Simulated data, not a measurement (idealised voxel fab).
Module name: voxel wiring stack (process module)
cross-section cut | 265 nm wide | cells 5 nm
Notation: cross-section as square-cell grid; stated in bands, top first, going down; one or more cell rows per band.
Heads up on the band format: heights come first, top then bottom, in nm. After that it's the materials left to right, each with its width in nm. A single material flagged "throughout" fills the whole band edge to edge, and "blank" means there's empty space there.
Note: height 0 marks the level under which the wafer is uniformly one material as received. Lowest band unbounded below, written "z 0 and below".
So if you see something like "30 to 40" for the width, read it as the top row of the band sitting at the first number and the bottom row at the second, with every row in between moving by the same amount as the last.
"nothing was modified", as given for a step, is the statement that not any cell of the cross-section underwent a change during that step.
Entry "Voids, enclosed". Content: empty spaces with no open connection to the top, size 8 cells or greater. Each: width x height at distance. Distance: from left edge. Unit: nm.
The remark found on a step's line after its settings is issued by the simulator itself and pertains to that step.
A step line may carry the setting "overlay nm", which, for steps involving a mask, states the distance by which the mask lay to the right of its intended position; negative values denote displacement to the left.
Structure of the following material. The material consists of pairs of cross-sections. Each pair comprises the cross-section before one process step and the cross-section after that step, the latter shown only down to the lowest band that changed. The step between the cross-sections is specified beneath each pair, including its settings. Pairs are not necessarily consecutive: they may derive from different runs of this module performed on the same starting wafer. Continuity with the pair above is to be assumed only where the entry headed "Before processing step" of the pair in question states it.
### Before processing step
  z 70 to 65 | SiCN=55, then blank=20, then SiCN=25, then blank=20, then SiCN=25, then blank=20, then SiCN=25, then blank=20, then SiCN=55
  z 65 to 30 | SiO2 throughout
  z 30 to 15 | SiO2=55, then TiN=5, then W=10, then TiN=5, then SiO2=25, then TiN=5, then W=10, then TiN=5, then SiO2=25, then TiN=5, then W=10, then TiN=5, then SiO2=25, then TiN=5, then W=10, then TiN=5, then SiO2=55
  z 15 to 10 | SiN=55, then TiN=20, then SiN=25, then TiN=20, then SiN=25, then TiN=20, then SiN=25, then TiN=20, then SiN=55
  z 10 to 0 | SiO2 throughout
  z 0 and below | Si throughout
  Voids, enclosed: none
### Structure After Step
  z 75 to 70 | TiN=60, then blank=10, then TiN=35, then blank=10, then TiN=35, then blank=10, then TiN=35, then blank=10, then TiN=60
  z 70 to 65 | SiCN=55, then TiN=20, then SiCN=25, then TiN=20, then SiCN=25, then TiN=20, then SiCN=25, then TiN=20, then SiCN=55
  Lower than 65, everything is as it was.
  Voids, enclosed: none
Here is the step that sits between the two cross-sections above: op CONFORMAL_DEP | material TiN | thk nm 5
Before processing step: The cross-section prior to this step is the one presented after the step of the pair immediately above.
### Structure After Step
  z 85 to 75 | Cu throughout
  z 75 to 70 | TiN=60, then Cu=10, then TiN=35, then Cu=10, then TiN=35, then Cu=10, then TiN=35, then Cu=10, then TiN=60
  Lower than 70, everything is as it was.
  Voids, enclosed: none
Here is the step that sits between the two cross-sections above: op FILL_DEP | material Cu | thk nm 10
Before processing step: The cross-section prior to this step is the one presented after the step of the pair immediately above.
### Structure After Step
  z 70 to 65 | SiCN=55, then TiN=20, then SiCN=25, then TiN=20, then SiCN=25, then TiN=20, then SiCN=25, then TiN=20, then SiCN=55
  Lower than 65, everything is as it was.
  Voids, enclosed: none
Here is the step that sits between the two cross-sections above: op CMP | height nm 70
Before processing step: The cross-section prior to this step is the one presented after the step of the pair immediately above.
### Structure After Step
  z 75 to 70 | SiCN throughout
  Lower than 70, everything is as it was.
  Voids, enclosed: none
Here is the step that sits between the two cross-sections above: op CONFORMAL_DEP | material SiCN | thk nm 5
Before processing step: The cross-section prior to this step is the one presented after the step of the pair immediately above.
### Structure After Step
  z 100 to 75 | lowk throughout
  Lower than 75, everything is as it was.
  Voids, enclosed: none
Here is the step that sits between the two cross-sections above: op DIRECTIONAL_DEP | material lowk | thk nm 25
Before processing step: The cross-section prior to this step is the one presented after the step of the pair immediately above.
### Structure After Step
  z 120 to 100 | resist=55, then blank=20, then resist=25, then blank=20, then resist=25, then blank=20, then resist=25, then blank=20, then resist=55
  Lower than 100, everything is as it was.
  Voids, enclosed: none
Here is the step that sits between the two cross-sections above: op PATTERN | tone open | mask id METAL_3 | material resist | width nm 20 | pitch nm 45 | thk nm 20 | overlay nm 0
Before processing step: The cross-section prior to this step is the one presented after the step of the pair immediately above.
### Structure After Step
  z 120 to 100 | resist=55, then blank=20, then resist=25, then blank=20, then resist=25, then blank=20, then resist=25, then blank=20, then resist=55
  z 100 to 85 | lowk=55, then blank=20, then lowk=25, then blank=20, then lowk=25, then blank=20, then lowk=25, then blank=20, then lowk=55
  Lower than 85, everything is as it was.
  Voids, enclosed: none
Here is the step that sits between the two cross-sections above: op DIRECTIONAL_ETCH | etch materials lowk | depth nm 15
Before processing step: The cross-section prior to this step is the one presented after the step of the pair immediately above.
### Structure After Step
  z 100 to 85 | lowk=55, then blank=20, then lowk=25, then blank=20, then lowk=25, then blank=20, then lowk=25, then blank=20, then lowk=55
  Lower than 85, everything is as it was.
  Voids, enclosed: none
Here is the step that sits between the two cross-sections above: op STRIP | etch materials resist
Before processing step: The cross-section prior to this step is the one presented after the step of the pair immediately above.
### Structure After Step
  z 100 to 85 | lowk=55, then blank=20, then lowk=25, then blank=20, then lowk=25, then blank=20, then lowk=25, then blank=20, then lowk=55
  z 85 to 75 | lowk=55, then blank=15, then lowk=30, then blank=15, then lowk=30, then blank=15, then lowk=30, then blank=15, then lowk=60
  Lower than 75, everything is as it was.
  Voids, enclosed: none
Here is the step that sits between the two cross-sections above: op MASKED_ETCH | tone open | mask id METAL_3_HOLES | width nm 15 | pitch nm 45 | etch materials lowk | depth nm 10 | overlay nm 0
Before processing step: The cross-section prior to this step is the one presented after the step of the pair immediately above.
### Structure After Step
  z 100 to 85 | lowk=55, then blank=20, then lowk=25, then blank=20, then lowk=25, then blank=20, then lowk=25, then blank=20, then lowk=55
  z 85 to 75 | lowk=55, then blank=15, then lowk=30, then blank=15, then lowk=30, then blank=15, then lowk=30, then blank=15, then lowk=60
  z 75 to 70 | SiCN=55, then blank=15, then SiCN=30, then blank=15, then SiCN=30, then blank=15, then SiCN=30, then blank=15, then SiCN=60
  Lower than 70, everything is as it was.
  Voids, enclosed: none
Here is the step that sits between the two cross-sections above: op MASKED_ETCH | tone open | mask id METAL_3_HOLES | width nm 15 | pitch nm 45 | etch materials SiCN | depth nm 5 | overlay nm 0
Before processing step: The cross-section prior to this step is the one presented after the step of the pair immediately above.
### Structure After Step
  z 105 to 100 | TiN=60, then blank=10, then TiN=35, then blank=10, then TiN=35, then blank=10, then TiN=35, then blank=10, then TiN=60
  z 100 to 90 | lowk=55, then TiN=5, then blank=10, then TiN=5, then lowk=25, then TiN=5, then blank=10, then TiN=5, then lowk=25, then TiN=5, then blank=10, then TiN=5, then lowk=25, then TiN=5, then blank=10, then TiN=5, then lowk=55
  z 90 to 85 | lowk=55, then TiN=5, then blank=5, then TiN=10, then lowk=25, then TiN=5, then blank=5, then TiN=10, then lowk=25, then TiN=5, then blank=5, then TiN=10, then lowk=25, then TiN=5, then blank=5, then TiN=10, then lowk=55
  z 85 to 75 | lowk=55, then TiN=5, then blank=5, then TiN=5, then lowk=30, then TiN=5, then blank=5, then TiN=5, then lowk=30, then TiN=5, then blank=5, then TiN=5, then lowk=30, then TiN=5, then blank=5, then TiN=5, then lowk=60
  z 75 to 65 | SiCN=55, then TiN=15 to 20, then SiCN=30 to 25, then TiN=15 to 20, then SiCN=30 to 25, then TiN=15 to 20, then SiCN=30 to 25, then TiN=15 to 20, then SiCN=60 to 55
  Lower than 65, everything is as it was.
  Voids, enclosed: none
Here is the step that sits between the two cross-sections above: op CONFORMAL_DEP | material TiN | thk nm 5
Before processing step: The cross-section prior to this step is the one presented after the step of the pair immediately above.
### Structure After Step
  z 115 to 105 | Cu throughout
  z 105 to 100 | TiN=60, then Cu=10, then TiN=35, then Cu=10, then TiN=35, then Cu=10, then TiN=35, then Cu=10, then TiN=60
  z 100 to 90 | lowk=55, then TiN=5, then Cu=10, then TiN=5, then lowk=25, then TiN=5, then Cu=10, then TiN=5, then lowk=25, then TiN=5, then Cu=10, then TiN=5, then lowk=25, then TiN=5, then Cu=10, then TiN=5, then lowk=55
  z 90 to 85 | lowk=55, then TiN=5, then Cu=5, then TiN=10, then lowk=25, then TiN=5, then Cu=5, then TiN=10, then lowk=25, then TiN=5, then Cu=5, then TiN=10, then lowk=25, then TiN=5, then Cu=5, then TiN=10, then lowk=55
  z 85 to 75 | lowk=55, then TiN=5, then Cu=5, then TiN=5, then lowk=30, then TiN=5, then Cu=5, then TiN=5, then lowk=30, then TiN=5, then Cu=5, then TiN=5, then lowk=30, then TiN=5, then Cu=5, then TiN=5, then lowk=60
  Lower than 75, everything is as it was.
  Voids, enclosed: none
Here is the step that sits between the two cross-sections above: op FILL_DEP | material Cu | thk nm 10
Before processing step: The cross-section prior to this step is the one presented after the step of the pair immediately above.
### Structure After Step
  z 100 to 90 | lowk=55, then TiN=5, then Cu=10, then TiN=5, then lowk=25, then TiN=5, then Cu=10, then TiN=5, then lowk=25, then TiN=5, then Cu=10, then TiN=5, then lowk=25, then TiN=5, then Cu=10, then TiN=5, then lowk=55
  Lower than 90, everything is as it was.
  Voids, enclosed: none
Here is the step that sits between the two cross-sections above: op CMP | height nm 100
Before processing step: The cross-section prior to this step is the one presented after the step of the pair immediately above.
### Structure After Step
  z 105 to 100 | SiCN throughout
  Lower than 100, everything is as it was.
  Voids, enclosed: none
Here is the step that sits between the two cross-sections above: op CONFORMAL_DEP | material SiCN | thk nm 5
Before processing step: The cross-section prior to this step is the one presented after the step of the pair immediately above.
### Structure After Step
  z 130 to 105 | lowk throughout
  Lower than 105, everything is as it was.
  Voids, enclosed: none
Here is the step that sits between the two cross-sections above: op DIRECTIONAL_DEP | material lowk | thk nm 25
Before processing step: The cross-section prior to this step is the one presented after the step of the pair immediately above.
### Structure After Step
  z 130 to 105 | lowk=55, then blank=15, then lowk=30, then blank=15, then lowk=30, then blank=15, then lowk=30, then blank=15, then lowk=60
  Lower than 105, everything is as it was.
  Voids, enclosed: none
Here is the step that sits between the two cross-sections above: op MASKED_ETCH | tone open | mask id METAL_4_HOLES | width nm 15 | pitch nm 45 | etch materials lowk | depth nm 25 | overlay nm 0
Before processing step: The cross-section prior to this step is the one presented after the step of the pair immediately above.
### Structure After Step
  z 130 to 115 | lowk=55, then blank=20, then lowk=25, then blank=20, then lowk=25, then blank=20, then lowk=25, then blank=20, then lowk=55
  Lower than 115, everything is as it was.
  Voids, enclosed: none
Here is the step that sits between the two cross-sections above: op MASKED_ETCH | tone open | mask id METAL_4 | width nm 20 | pitch nm 45 | etch materials lowk | depth nm 15 | overlay nm 0
Before processing step: The cross-section prior to this step is the one presented after the step of the pair immediately above.
### Structure After Step
  z 130 to 115 | lowk=55, then blank=20, then lowk=25, then blank=20, then lowk=25, then blank=20, then lowk=25, then blank=20, then lowk=55
  z 115 to 105 | lowk=55, then blank=15, then lowk=30, then blank=15, then lowk=30, then blank=15, then lowk=30, then blank=15, then lowk=60
  z 105 to 100 | SiCN=55, then blank=15, then SiCN=30, then blank=15, then SiCN=30, then blank=15, then SiCN=30, then blank=15, then SiCN=60
  Lower than 100, everything is as it was.
  Voids, enclosed: none
Here is the step that sits between the two cross-sections above: op MASKED_ETCH | tone open | mask id METAL_4 | width nm 20 | pitch nm 45 | etch materials SiCN | depth nm 5 | overlay nm 0
Before processing step: The cross-section prior to this step is the one presented after the step of the pair immediately above.
### Structure After Step
  z 135 to 130 | TiN=60, then blank=10, then TiN=35, then blank=10, then TiN=35, then blank=10, then TiN=35, then blank=10, then TiN=60
  z 130 to 120 | lowk=55, then TiN=5, then blank=10, then TiN=5, then lowk=25, then TiN=5, then blank=10, then TiN=5, then lowk=25, then TiN=5, then blank=10, then TiN=5, then lowk=25, then TiN=5, then blank=10, then TiN=5, then lowk=55
  z 120 to 115 | lowk=55, then TiN=5, then blank=5, then TiN=10, then lowk=25, then TiN=5, then blank=5, then TiN=10, then lowk=25, then TiN=5, then blank=5, then TiN=10, then lowk=25, then TiN=5, then blank=5, then TiN=10, then lowk=55
  z 115 to 105 | lowk=55, then TiN=5, then blank=5, then TiN=5, then lowk=30, then TiN=5, then blank=5, then TiN=5, then lowk=30, then TiN=5, then blank=5, then TiN=5, then lowk=30, then TiN=5, then blank=5, then TiN=5, then lowk=60
  z 105 to 100 | SiCN=55, then TiN=15, then SiCN=30, then TiN=15, then SiCN=30, then TiN=15, then SiCN=30, then TiN=15, then SiCN=60
  Lower than 100, everything is as it was.
  Voids, enclosed: none
Here is the step that sits between the two cross-sections above: op CONFORMAL_DEP | material TiN | thk nm 5
Before processing step: The cross-section prior to this step is the one presented after the step of the pair immediately above.
### Structure After Step
  z 145 to 135 | Ru throughout
  z 135 to 130 | TiN=60, then Ru=10, then TiN=35, then Ru=10, then TiN=35, then Ru=10, then TiN=35, then Ru=10, then TiN=60
  z 130 to 120 | lowk=55, then TiN=5, then Ru=10, then TiN=5, then lowk=25, then TiN=5, then Ru=10, then TiN=5, then lowk=25, then TiN=5, then Ru=10, then TiN=5, then lowk=25, then TiN=5, then Ru=10, then TiN=5, then lowk=55
  z 120 to 115 | lowk=55, then TiN=5, then Ru=5, then TiN=10, then lowk=25, then TiN=5, then Ru=5, then TiN=10, then lowk=25, then TiN=5, then Ru=5, then TiN=10, then lowk=25, then TiN=5, then Ru=5, then TiN=10, then lowk=55
  z 115 to 105 | lowk=55, then TiN=5, then Ru=5, then TiN=5, then lowk=30, then TiN=5, then Ru=5, then TiN=5, then lowk=30, then TiN=5, then Ru=5, then TiN=5, then lowk=30, then TiN=5, then Ru=5, then TiN=5, then lowk=60
  Lower than 105, everything is as it was.
  Voids, enclosed: none
Here is the step that sits between the two cross-sections above: op FILL_DEP | material Ru | thk nm 10
Before processing step: The cross-section prior to this step is the one presented after the step of the pair immediately above.
### Structure After Step
  z 130 to 120 | lowk=55, then TiN=5, then Ru=10, then TiN=5, then lowk=25, then TiN=5, then Ru=10, then TiN=5, then lowk=25, then TiN=5, then Ru=10, then TiN=5, then lowk=25, then TiN=5, then Ru=10, then TiN=5, then lowk=55
  Lower than 120, everything is as it was.
  Voids, enclosed: none
Here is the step that sits between the two cross-sections above: op CMP | height nm 130
Before processing step: The cross-section prior to this step is the one presented after the step of the pair immediately above.
### Structure After Step
  z 135 to 130 | SiCN throughout
  Lower than 130, everything is as it was.
  Voids, enclosed: none
Here is the step that sits between the two cross-sections above: op CONFORMAL_DEP | material SiCN | thk nm 5
### Before processing step
  z 70 to 35 | SiO2=55, then blank=15, then SiO2=75, then blank=15, then SiO2=105
  z 35 to 30 | SiCN throughout
  z 30 to 15 | SiO2=55, then TiN=5, then W=10, then TiN=5, then SiO2=25, then TiN=5, then W=10, then TiN=5, then SiO2=25, then TiN=5, then W=10, then TiN=5, then SiO2=25, then TiN=5, then W=10, then TiN=5, then SiO2=55
  z 15 to 10 | SiN=55, then TiN=20, then SiN=25, then TiN=20, then SiN=25, then TiN=20, then SiN=25, then TiN=20, then SiN=55
  z 10 to 0 | SiO2 throughout
  z 0 and below | Si throughout
  Voids, enclosed: none
### Structure After Step
  z 70 to 45 | SiO2=55, then blank=20, then SiO2=25, then blank=20, then SiO2=25, then blank=20, then SiO2=25, then blank=20, then SiO2=55
  Lower than 45, everything is as it was.
  Voids, enclosed: none
Here is the step that sits between the two cross-sections above: op MASKED_ETCH | tone open | mask id METAL_2 | width nm 20 | pitch nm 45 | etch materials SiO2 | depth nm 25 | overlay nm 0
Before processing step: The cross-section prior to this step is the one presented after the step of the pair immediately above.
### Structure After Step
  z 70 to 45 | SiO2=55, then blank=20, then SiO2=25, then blank=20, then SiO2=25, then blank=20, then SiO2=25, then blank=20, then SiO2=55
  z 45 to 35 | SiO2=55, then blank=15, then SiO2=75, then blank=15, then SiO2=105
  z 35 to 30 | SiCN=55, then blank=15, then SiCN=75, then blank=15, then SiCN=105
  Lower than 30, everything is as it was.
  Voids, enclosed: none
Here is the step that sits between the two cross-sections above: op MASKED_ETCH | tone open | mask id METAL_2 | width nm 20 | pitch nm 45 | etch materials SiCN | depth nm 5 | overlay nm 0
Before processing step: The cross-section prior to this step is the one presented after the step of the pair immediately above.
### Structure After Step
  z 75 to 70 | TiN=60, then blank=10, then TiN=35, then blank=10, then TiN=35, then blank=10, then TiN=35, then blank=10, then TiN=60
  z 70 to 50 | SiO2=55, then TiN=5, then blank=10, then TiN=5, then SiO2=25, then TiN=5, then blank=10, then TiN=5, then SiO2=25, then TiN=5, then blank=10, then TiN=5, then SiO2=25, then TiN=5, then blank=10, then TiN=5, then SiO2=55
  z 50 to 45 | SiO2=55, then TiN=5, then blank=5, then TiN=10, then SiO2=25, then TiN=20, then SiO2=25, then TiN=5, then blank=5, then TiN=10, then SiO2=25, then TiN=20, then SiO2=55
  z 45 to 35 | SiO2=55, then TiN=5, then blank=5, then TiN=5, then SiO2=75, then TiN=5, then blank=5, then TiN=5, then SiO2=105
  z 35 to 30 | SiCN=55, then TiN=15, then SiCN=75, then TiN=15, then SiCN=105
  Lower than 30, everything is as it was.
  Voids, enclosed: none
Here is the step that sits between the two cross-sections above: op CONFORMAL_DEP | material TiN | thk nm 5
Before processing step: The cross-section prior to this step is the one presented after the step of the pair immediately above.
### Structure After Step
  z 85 to 75 | Cu throughout
  z 75 to 70 | TiN=60, then Cu=10, then TiN=35, then Cu=10, then TiN=35, then Cu=10, then TiN=35, then Cu=10, then TiN=60
  z 70 to 50 | SiO2=55, then TiN=5, then Cu=10, then TiN=5, then SiO2=25, then TiN=5, then Cu=10, then TiN=5, then SiO2=25, then TiN=5, then Cu=10, then TiN=5, then SiO2=25, then TiN=5, then Cu=10, then TiN=5, then SiO2=55
  z 50 to 45 | SiO2=55, then TiN=5, then Cu=5, then TiN=10, then SiO2=25, then TiN=20, then SiO2=25, then TiN=5, then Cu=5, then TiN=10, then SiO2=25, then TiN=20, then SiO2=55
  z 45 to 35 | SiO2=55, then TiN=5, then Cu=5, then TiN=5, then SiO2=75, then TiN=5, then Cu=5, then TiN=5, then SiO2=105
  Lower than 35, everything is as it was.
  Voids, enclosed: none
Here is the step that sits between the two cross-sections above: op FILL_DEP | material Cu | thk nm 10
Before processing step: The cross-section prior to this step is the one presented after the step of the pair immediately above.
### Structure After Step
  z 70 to 50 | SiO2=55, then TiN=5, then Cu=10, then TiN=5, then SiO2=25, then TiN=5, then Cu=10, then TiN=5, then SiO2=25, then TiN=5, then Cu=10, then TiN=5, then SiO2=25, then TiN=5, then Cu=10, then TiN=5, then SiO2=55
  Lower than 50, everything is as it was.
  Voids, enclosed: none
Here is the step that sits between the two cross-sections above: op CMP | height nm 70
Before processing step: The cross-section prior to this step is the one presented after the step of the pair immediately above.
### Structure After Step
  z 75 to 70 | SiCN throughout
  Lower than 70, everything is as it was.
  Voids, enclosed: none
Here is the step that sits between the two cross-sections above: op CONFORMAL_DEP | material SiCN | thk nm 5
Before processing step: The cross-section prior to this step is the one presented after the step of the pair immediately above.
### Structure After Step
  z 100 to 75 | lowk throughout
  Lower than 75, everything is as it was.
  Voids, enclosed: none
Here is the step that sits between the two cross-sections above: op DIRECTIONAL_DEP | material lowk | thk nm 25
Before processing step: The cross-section prior to this step is the one presented after the step of the pair immediately above.
### Structure After Step
  z 120 to 100 | resist=55, then blank=20, then resist=25, then blank=20, then resist=25, then blank=20, then resist=25, then blank=20, then resist=55
  Lower than 100, everything is as it was.
  Voids, enclosed: none
Here is the step that sits between the two cross-sections above: op PATTERN | tone open | mask id METAL_3 | material resist | width nm 20 | pitch nm 45 | thk nm 20 | overlay nm 0
Before processing step: The cross-section prior to this step is the one presented after the step of the pair immediately above.
### Structure After Step
  z 120 to 100 | resist=55, then blank=20, then resist=25, then blank=20, then resist=25, then blank=20, then resist=25, then blank=20, then resist=55
  z 100 to 85 | lowk=55, then blank=20, then lowk=25, then blank=20, then lowk=25, then blank=20, then lowk=25, then blank=20, then lowk=55
  Lower than 85, everything is as it was.
  Voids, enclosed: none
Here is the step that sits between the two cross-sections above: op DIRECTIONAL_ETCH | etch materials lowk | depth nm 15
Before processing step: The cross-section prior to this step is the one presented after the step of the pair immediately above.
### Structure After Step
  z 100 to 85 | lowk=55, then blank=20, then lowk=25, then blank=20, then lowk=25, then blank=20, then lowk=25, then blank=20, then lowk=55
  Lower than 85, everything is as it was.
  Voids, enclosed: none
Here is the step that sits between the two cross-sections above: op STRIP | etch materials resist
Before processing step: The cross-section prior to this step is the one presented after the step of the pair immediately above.
### Structure After Step
  z 100 to 85 | lowk=55, then blank=20, then lowk=25, then blank=20, then lowk=25, then blank=20, then lowk=25, then blank=20, then lowk=55
  z 85 to 75 | lowk=55, then blank=15, then lowk=30, then blank=15, then lowk=30, then blank=15, then lowk=30, then blank=15, then lowk=60
  Lower than 75, everything is as it was.
  Voids, enclosed: none
Here is the step that sits between the two cross-sections above: op MASKED_ETCH | tone open | mask id METAL_3_HOLES | width nm 15 | pitch nm 45 | etch materials lowk | depth nm 10 | overlay nm 0
Before processing step: The cross-section prior to this step is the one presented after the step of the pair immediately above.
### Structure After Step
  z 100 to 85 | lowk=55, then blank=20, then lowk=25, then blank=20, then lowk=25, then blank=20, then lowk=25, then blank=20, then lowk=55
  z 85 to 75 | lowk=55, then blank=15, then lowk=30, then blank=15, then lowk=30, then blank=15, then lowk=30, then blank=15, then lowk=60
  z 75 to 70 | SiCN=55, then blank=15, then SiCN=30, then blank=15, then SiCN=30, then blank=15, then SiCN=30, then blank=15, then SiCN=60
  Lower than 70, everything is as it was.
  Voids, enclosed: none
Here is the step that sits between the two cross-sections above: op MASKED_ETCH | tone open | mask id METAL_3_HOLES | width nm 15 | pitch nm 45 | etch materials SiCN | depth nm 5 | overlay nm 0
Before processing step: The cross-section prior to this step is the one presented after the step of the pair immediately above.
### Structure After Step
  z 105 to 100 | TiN=60, then blank=10, then TiN=35, then blank=10, then TiN=35, then blank=10, then TiN=35, then blank=10, then TiN=60
  z 100 to 90 | lowk=55, then TiN=5, then blank=10, then TiN=5, then lowk=25, then TiN=5, then blank=10, then TiN=5, then lowk=25, then TiN=5, then blank=10, then TiN=5, then lowk=25, then TiN=5, then blank=10, then TiN=5, then lowk=55
  z 90 to 85 | lowk=55, then TiN=5, then blank=5, then TiN=10, then lowk=25, then TiN=5, then blank=5, then TiN=10, then lowk=25, then TiN=5, then blank=5, then TiN=10, then lowk=25, then TiN=5, then blank=5, then TiN=10, then lowk=55
  z 85 to 75 | lowk=55, then TiN=5, then blank=5, then TiN=5, then lowk=30, then TiN=5, then blank=5, then TiN=5, then lowk=30, then TiN=5, then blank=5, then TiN=5, then lowk=30, then TiN=5, then blank=5, then TiN=5, then lowk=60
  z 75 to 70 | SiCN=55, then TiN=15, then SiCN=30, then TiN=15, then SiCN=30, then TiN=15, then SiCN=30, then TiN=15, then SiCN=60
  Lower than 70, everything is as it was.
  Voids, enclosed: none
Here is the step that sits between the two cross-sections above: op CONFORMAL_DEP | material TiN | thk nm 5
Before processing step: The cross-section prior to this step is the one presented after the step of the pair immediately above.
### Structure After Step
  z 115 to 105 | Cu throughout
  z 105 to 100 | TiN=60, then Cu=10, then TiN=35, then Cu=10, then TiN=35, then Cu=10, then TiN=35, then Cu=10, then TiN=60
  z 100 to 90 | lowk=55, then TiN=5, then Cu=10, then TiN=5, then lowk=25, then TiN=5, then Cu=10, then TiN=5, then lowk=25, then TiN=5, then Cu=10, then TiN=5, then lowk=25, then TiN=5, then Cu=10, then TiN=5, then lowk=55
  z 90 to 85 | lowk=55, then TiN=5, then Cu=5, then TiN=10, then lowk=25, then TiN=5, then Cu=5, then TiN=10, then lowk=25, then TiN=5, then Cu=5, then TiN=10, then lowk=25, then TiN=5, then Cu=5, then TiN=10, then lowk=55
  z 85 to 75 | lowk=55, then TiN=5, then Cu=5, then TiN=5, then lowk=30, then TiN=5, then Cu=5, then TiN=5, then lowk=30, then TiN=5, then Cu=5, then TiN=5, then lowk=30, then TiN=5, then Cu=5, then TiN=5, then lowk=60
  Lower than 75, everything is as it was.
  Voids, enclosed: none
Here is the step that sits between the two cross-sections above: op FILL_DEP | material Cu | thk nm 10
Before processing step: The cross-section prior to this step is the one presented after the step of the pair immediately above.
### Structure After Step
  z 100 to 90 | lowk=55, then TiN=5, then Cu=10, then TiN=5, then lowk=25, then TiN=5, then Cu=10, then TiN=5, then lowk=25, then TiN=5, then Cu=10, then TiN=5, then lowk=25, then TiN=5, then Cu=10, then TiN=5, then lowk=55
  Lower than 90, everything is as it was.
  Voids, enclosed: none
Here is the step that sits between the two cross-sections above: op CMP | height nm 100
Before processing step: The cross-section prior to this step is the one presented after the step of the pair immediately above.
### Structure After Step
  z 105 to 100 | SiCN throughout
  Lower than 100, everything is as it was.
  Voids, enclosed: none
Here is the step that sits between the two cross-sections above: op CONFORMAL_DEP | material SiCN | thk nm 5
Before processing step: The cross-section prior to this step is the one presented after the step of the pair immediately above.
### Structure After Step
  z 130 to 105 | lowk throughout
  Lower than 105, everything is as it was.
  Voids, enclosed: none
Here is the step that sits between the two cross-sections above: op DIRECTIONAL_DEP | material lowk | thk nm 25
Before processing step: The cross-section prior to this step is the one presented after the step of the pair immediately above.
### Structure After Step
  z 130 to 105 | lowk=55, then blank=15, then lowk=30, then blank=15, then lowk=30, then blank=15, then lowk=30, then blank=15, then lowk=60
  Lower than 105, everything is as it was.
  Voids, enclosed: none
Here is the step that sits between the two cross-sections above: op MASKED_ETCH | tone open | mask id METAL_4_HOLES | width nm 15 | pitch nm 45 | etch materials lowk | depth nm 25 | overlay nm 0
Before processing step: The cross-section prior to this step is the one presented after the step of the pair immediately above.
### Structure After Step
  z 130 to 115 | lowk=55, then blank=20, then lowk=25, then blank=20, then lowk=25, then blank=20, then lowk=25, then blank=20, then lowk=55
  Lower than 115, everything is as it was.
  Voids, enclosed: none
Here is the step that sits between the two cross-sections above: op MASKED_ETCH | tone open | mask id METAL_4 | width nm 20 | pitch nm 45 | etch materials lowk | depth nm 15 | overlay nm 0
Before processing step: The cross-section prior to this step is the one presented after the step of the pair immediately above.
### Structure After Step
  z 130 to 115 | lowk=55, then blank=20, then lowk=25, then blank=20, then lowk=25, then blank=20, then lowk=25, then blank=20, then lowk=55
  z 115 to 105 | lowk=55, then blank=15, then lowk=30, then blank=15, then lowk=30, then blank=15, then lowk=30, then blank=15, then lowk=60
  z 105 to 100 | SiCN=55, then blank=15, then SiCN=30, then blank=15, then SiCN=30, then blank=15, then SiCN=30, then blank=15, then SiCN=60
  Lower than 100, everything is as it was.
  Voids, enclosed: none
Here is the step that sits between the two cross-sections above: op MASKED_ETCH | tone open | mask id METAL_4 | width nm 20 | pitch nm 45 | etch materials SiCN | depth nm 5 | overlay nm 0
Before processing step: The cross-section prior to this step is the one presented after the step of the pair immediately above.
### Structure After Step
  z 135 to 130 | TiN=60, then blank=10, then TiN=35, then blank=10, then TiN=35, then blank=10, then TiN=35, then blank=10, then TiN=60
  z 130 to 120 | lowk=55, then TiN=5, then blank=10, then TiN=5, then lowk=25, then TiN=5, then blank=10, then TiN=5, then lowk=25, then TiN=5, then blank=10, then TiN=5, then lowk=25, then TiN=5, then blank=10, then TiN=5, then lowk=55
  z 120 to 115 | lowk=55, then TiN=5, then blank=5, then TiN=10, then lowk=25, then TiN=5, then blank=5, then TiN=10, then lowk=25, then TiN=5, then blank=5, then TiN=10, then lowk=25, then TiN=5, then blank=5, then TiN=10, then lowk=55
  z 115 to 105 | lowk=55, then TiN=5, then blank=5, then TiN=5, then lowk=30, then TiN=5, then blank=5, then TiN=5, then lowk=30, then TiN=5, then blank=5, then TiN=5, then lowk=30, then TiN=5, then blank=5, then TiN=5, then lowk=60
  z 105 to 100 | SiCN=55, then TiN=15, then SiCN=30, then TiN=15, then SiCN=30, then TiN=15, then SiCN=30, then TiN=15, then SiCN=60
  Lower than 100, everything is as it was.
  Voids, enclosed: none
Here is the step that sits between the two cross-sections above: op CONFORMAL_DEP | material TiN | thk nm 5
Before processing step: The cross-section prior to this step is the one presented after the step of the pair immediately above.
### Structure After Step
  z 145 to 135 | Ru throughout
  z 135 to 130 | TiN=60, then Ru=10, then TiN=35, then Ru=10, then TiN=35, then Ru=10, then TiN=35, then Ru=10, then TiN=60
  z 130 to 120 | lowk=55, then TiN=5, then Ru=10, then TiN=5, then lowk=25, then TiN=5, then Ru=10, then TiN=5, then lowk=25, then TiN=5, then Ru=10, then TiN=5, then lowk=25, then TiN=5, then Ru=10, then TiN=5, then lowk=55
  z 120 to 115 | lowk=55, then TiN=5, then Ru=5, then TiN=10, then lowk=25, then TiN=5, then Ru=5, then TiN=10, then lowk=25, then TiN=5, then Ru=5, then TiN=10, then lowk=25, then TiN=5, then Ru=5, then TiN=10, then lowk=55
  z 115 to 105 | lowk=55, then TiN=5, then Ru=5, then TiN=5, then lowk=30, then TiN=5, then Ru=5, then TiN=5, then lowk=30, then TiN=5, then Ru=5, then TiN=5, then lowk=30, then TiN=5, then Ru=5, then TiN=5, then lowk=60
  Lower than 105, everything is as it was.
  Voids, enclosed: none
Here is the step that sits between the two cross-sections above: op FILL_DEP | material Ru | thk nm 10
Before processing step: The cross-section prior to this step is the one presented after the step of the pair immediately above.
### Structure After Step
  z 130 to 120 | lowk=55, then TiN=5, then Ru=10, then TiN=5, then lowk=25, then TiN=5, then Ru=10, then TiN=5, then lowk=25, then TiN=5, then Ru=10, then TiN=5, then lowk=25, then TiN=5, then Ru=10, then TiN=5, then lowk=55
  Lower than 120, everything is as it was.
  Voids, enclosed: none
Here is the step that sits between the two cross-sections above: op CMP | height nm 130
Before processing step: The cross-section prior to this step is the one presented after the step of the pair immediately above.
### Structure After Step
  z 135 to 130 | SiCN throughout
  Lower than 130, everything is as it was.
  Voids, enclosed: none
Here is the step that sits between the two cross-sections above: op CONFORMAL_DEP | material SiCN | thk nm 5
